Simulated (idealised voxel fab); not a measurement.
The document below concerns the process module designated voxel capacitor over wiring.
Cross-sectional view cut (width: 185 nm; square cell size: 5 nm).
In what follows, cross-sections appear as grids of square cells, described through bands that run from the top down, where every band is one or more rows of cells. Each band's line starts with the height of the band's top and of its bottom, in nm. Then come its materials from left to right, each with its width in nm. One material with "all across" fills the band from edge to edge. "blank" is empty space. Height 0 is the level under which the wafer as received is all one material. The lowest band goes on downwards, as in "top 0, no bottom". You'd read "30->40" like this: the band's top row of cells is as wide as the first number, its bottom row is as wide as the second, and going down, every row changes width by the same amount as the row before did. The designation "everything unchanged", where it is given for a processing step, indicates that no cell of the cross-section was altered in the course of that step. "Trapped void list" means: voids of 8 cells or more that are shut off from the top with no open way through. Written width x height at distance, distance from the left edge, in nm. What comes after the settings on a step's line is commentary from the simulator itself on that step. You can add "overlay nm" to a step's line. For a step with a mask, it describes how far the mask lay to the right of its planned position, and a negative number describes a lay to the left.
BELOW IS THE LIST OF PLANNED PROCESS STEPS
1,RECEIVE,material Si
2,CONFORMAL_DEP,material SiO2,thk nm 15
3,CONFORMAL_DEP,material SiCN,thk nm 5
4,DIRECTIONAL_DEP,material lowk,thk nm 20
5,DIRECTIONAL_DEP,material aC,thk nm 15
6,PATTERN,tone open,mask id METAL_1,material resist,width nm 20,pitch nm 75,thk nm 35,overlay nm 0
7,DIRECTIONAL_ETCH,etch materials aC,depth nm 15
8,STRIP,etch materials resist
9,DIRECTIONAL_ETCH,etch materials lowk,depth nm 20
10,DIRECTIONAL_ETCH,etch materials SiCN,depth nm 5
11,STRIP,etch materials aC
12,CONFORMAL_DEP,material TiN,thk nm 5
13,FILL_DEP,material W,thk nm 5
14,CMP,height nm 40
15,CONFORMAL_DEP,material SiCN,thk nm 5
16,DIRECTIONAL_DEP,material SiO2,thk nm 15
17,PATTERN,tone open,mask id PLUG_1,material resist,width nm 15,thk nm 20,overlay nm 0
18,DIRECTIONAL_ETCH,etch materials SiO2,depth nm 15
19,DIRECTIONAL_ETCH,etch materials SiCN,depth nm 5
20,STRIP,etch materials resist
21,EPI,material Ru,thk nm 10
22,EPI,material Ru,thk nm 10
23,DIRECTIONAL_DEP,material TiN,thk nm 5
24,DIRECTIONAL_DEP,material Al2O3,thk nm 5
25,DIRECTIONAL_DEP,material TiN,thk nm 5
26,DIRECTIONAL_DEP,material aC,thk nm 15
27,PATTERN,tone cover,mask id UPPER_PLATE,material resist,width nm 60,thk nm 30,overlay nm 0
28,DIRECTIONAL_ETCH,etch materials aC,depth nm 15
29,STRIP,etch materials resist
30,DIRECTIONAL_ETCH,etch materials TiN,depth nm 5
31,DIRECTIONAL_ETCH,etch materials Al2O3,depth nm 5
32,STRIP,etch materials aC
33,PATTERN,tone cover,mask id LOWER_PLATE,material resist,width nm 70,thk nm 20,overlay nm 0
34,DIRECTIONAL_ETCH,etch materials TiN,depth nm 5
35,STRIP,etch materials resist
36,FILL_DEP,material SiO2,thk nm 15
37,CMP,height nm 85
38,MASKED_ETCH,tone open,mask id PLUG_2,width nm 15,etch materials SiO2,depth nm 10,overlay nm 0
39,CONFORMAL_DEP,material TiN,thk nm 5
40,FILL_DEP,material Ru,thk nm 5
41,CMP,height nm 85
42,CONFORMAL_DEP,material SiN,thk nm 5
CROSS-SECTION OF THE WAFER UPON ARRIVAL, REPRESENTING THE STATE REACHED AFTER STEP 1
	top 0, no bottom  Si all across
	Trapped void list: none
POST-MODULE CROSS-SECTION: IDENTICAL START AND PLAN TO THOSE ABOVE, ONE MISSTEP IN EXECUTION
	top 90, bottom 85  SiN all across
	top 85, bottom 80  SiO2 50 | TiN 60 | SiO2 75
	top 80, bottom 75  SiO2 50 | Al2O3 60 | SiO2 75
	top 75, bottom 65  Ru all across
	top 65, bottom 60  TiN 50 | Ru 15 | TiN 120
	top 60, bottom 55  SiO2 50 | Ru 15 | SiO2 120
	top 55, bottom 50  SiO2 50 | TiN 15 | SiO2 120
	top 50, bottom 45  SiO2 50 | Ru 15 | SiO2 120
	top 45, bottom 40  SiCN 50 | Ru 15 | SiCN 120
	top 40, bottom 20  lowk 45 | TiN 5 | W 10 | TiN 5 | lowk 55 | TiN 5 | W 10 | TiN 5 | lowk 45
	top 20, bottom 15  SiCN 45 | TiN 20 | SiCN 55 | TiN 20 | SiCN 45
	top 15, bottom 0  SiO2 all across
	top 0, no bottom  Si all across
	Trapped void list: none
Want to know what went wrong? sequence error: steps 22 and 23 interchanged
